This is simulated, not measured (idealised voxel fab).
Process module, titled voxel capacitor over wiring
Pictured: cross-section cut, 245 nm wide, on a grid of 5 nm square cells.
Bands, listed from the top down, are how a cross-section gets written in this document; the cross-section itself is a grid of square cells, and a band is one or more rows of them.
What a band's entry tells you: where the top is and where the bottom is, as heights in nm, and after that what lies inside, material by material from left to right, each with its width in nm. Empty space is written as the word "air", and a single material marked with the word "everywhere" occupies the band from edge to edge.
Heights are measured from 0, the level below which the as-received wafer is all one material; the lowest band has no bottom and continues downward, written as in "0 and below".
It should be noted that a width expressed as "30->40" varies in equal increments from row to row of cells within the band, taking the value of the first number at the top row and that of the second number at the bottom row.
Any step labelled "no modification" changed none of the cells in the cross-section.
Each empty space that has no open way to the top and spans at least 8 cells appears under "Unvented internal voids" as width x height at distance, the distance counted from the left edge, all in nm.
Anything after a step's settings on that line? It's the simulator's own note about the step.
overlay nm, on a step with a mask: how far to the right of its planned place the mask lay; to the left if negative
-- Process steps (planned)
step 1: RECEIVE with material Si
step 2: CONFORMAL_DEP with material SiO2, thk nm 15
step 3: DIRECTIONAL_DEP with material TiN, thk nm 5
step 4: DIRECTIONAL_DEP with material W, thk nm 15
step 5: MASKED_ETCH with tone cover, mask id METAL_1, width nm 20, pitch nm 85, etch materials W, depth nm 15, overlay nm 0
step 6: MASKED_ETCH with tone cover, mask id METAL_1, width nm 20, pitch nm 85, etch materials TiN, depth nm 5, overlay nm 0
step 7: CONFORMAL_DEP with material SiN, thk nm 5
step 8: FILL_DEP with material lowk, thk nm 10
step 9: CMP with height nm 35
step 10: CONFORMAL_DEP with material SiCN, thk nm 5
step 11: DIRECTIONAL_DEP with material lowk, thk nm 20
step 12: MASKED_ETCH with tone open, mask id PLUG_1, width nm 15, etch materials lowk, depth nm 20, overlay nm 0
step 13: MASKED_ETCH with tone open, mask id PLUG_1, width nm 15, etch materials SiCN, depth nm 5, overlay nm 0
step 14: EPI with material Ru, thk nm 10
step 15: EPI with material Ru, thk nm 10
step 16: EPI with material Ru, thk nm 5
step 17: DIRECTIONAL_DEP with material TiN, thk nm 5
step 18: DIRECTIONAL_DEP with material Al2O3, thk nm 5
step 19: DIRECTIONAL_DEP with material TiN, thk nm 5
step 20: PATTERN with tone cover, mask id UPPER_PLATE, material resist, width nm 70, thk nm 15, overlay nm 0
step 21: DIRECTIONAL_ETCH with etch materials TiN, depth nm 5
step 22: DIRECTIONAL_ETCH with etch materials Al2O3, depth nm 5
step 23: STRIP with etch materials resist
step 24: PATTERN with tone cover, mask id LOWER_PLATE, material resist, width nm 80, thk nm 20, overlay nm 0
step 25: DIRECTIONAL_ETCH with etch materials TiN, depth nm 5
step 26: STRIP with etch materials resist
step 27: FILL_DEP with material SiO2, thk nm 20
step 28: CMP with height nm 90
step 29: MASKED_ETCH with tone open, mask id PLUG_2, width nm 15, etch materials SiO2, depth nm 15, overlay nm 0
step 30: CONFORMAL_DEP with material TiN, thk nm 5
step 31: FILL_DEP with material Ru, thk nm 10
step 32: CMP with height nm 90
step 33: CONFORMAL_DEP with material SiN, thk nm 5
-- Cross-section of the wafer upon arrival, representing the state reached after step 1
  0 and below = Si everywhere
  Unvented internal voids: none
-- a wafer at the end: this start, this plan, one mistake
  110 down to 105 = SiN everywhere
  105 down to 95 = Ru everywhere
  95 down to 90 = TiN=90, then Ru=5, then TiN=150
  90 down to 80 = SiO2=85, then TiN=5, then Ru=5, then TiN=5, then SiO2=145
  80 down to 70 = SiO2=85->75, then TiN=15->70, then SiO2=145->100
  70 down to 65 = SiO2=75, then Al2O3=70, then SiO2=100
  65 down to 60 = SiO2=70, then TiN=80, then SiO2=95
  60 down to 40 = lowk=75, then Ru=15, then lowk=155
  40 down to 35 = SiCN=75, then Ru=15, then SiCN=155
  35 down to 20 = lowk=65, then SiN=5, then W=20, then SiN=5, then lowk=55, then SiN=5, then W=20, then SiN=5, then lowk=65
  20 down to 15 = SiN=70, then TiN=20, then SiN=65, then TiN=20, then SiN=70
  15 down to 0 = SiO2 everywhere
  0 and below = Si everywhere
  Unvented internal voids: none
Misprocessing identified: step 32 of the plan did not run at all; it was left out
